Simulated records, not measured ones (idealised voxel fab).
The name of this process module is voxel local oxidation.
The cross-section on display is named cut; it measures 300 nm wide, and its cells are 5 nm squares.
Throughout this document, each cross-section is represented as a grid of square cells and is presented as a sequence of bands enumerated from the top downward, where a band comprises one or more rows of cells. Look at the band entry: it leads with the top's height and the bottom's height in nm. Then it lists the materials left to right, with a width in nm for each. The word "full width" on a single material says that material fills the band edge to edge. The word "air" is empty space. Heights are measured from 0, the level below which the as-received wafer is all one material; the lowest band has no bottom and continues downward, written as in "0 down". Width "30..40": first value at the band's top row of cells, second value at its bottom row, equal change from row to row. "nothing altered" means the step left every cell of the cross-section as it was. Empty spaces counting at least 8 cells and having no open way to the top are listed in "Sealed internal cavities". The notation width x height at distance is used for each, the distance being from the left edge and all three values in nm. Step line, after settings: the simulator's comment on this step. overlay nm: on a step with a mask, how far right of its planned place the mask lay; negative means left.
### Here's what the planned process steps look like
1) op RECEIVE | material Si
2) op OXIDIZE | depth nm 5
3) op CONFORMAL_DEP | material SiN | thk nm 10
4) op MASKED_ETCH | tone cover | mask id ACTIVE | width nm 130 | etch materials SiN | depth nm 10 | overlay nm 0
5) op SELECTIVE_ETCH | etch materials SiO2 | depth nm 5
6) op OXIDIZE | depth nm 10
7) op STRIP | etch materials SiN
### Wafer at receipt (post step 1), cross-section
0 down = Si full width
Sealed internal cavities: none
### The following cross-section depicts the wafer upon conclusion of the module. Processing commenced from the starting condition illustrated above and adhered to the plan illustrated above, save for one mistake in execution
0 to -5 = SiO2 (80) | air (140) | SiO2 (80)
-5 to -15 = Si (70) | SiO2 (160) | Si (70)
-15 down = Si full width
Sealed internal cavities: none
Deviation noted in wafer processing: step 4 ran as: op MASKED_ETCH | tone open | mask id ACTIVE | width nm 130 | etch materials SiN | depth nm 10 | overlay nm 0
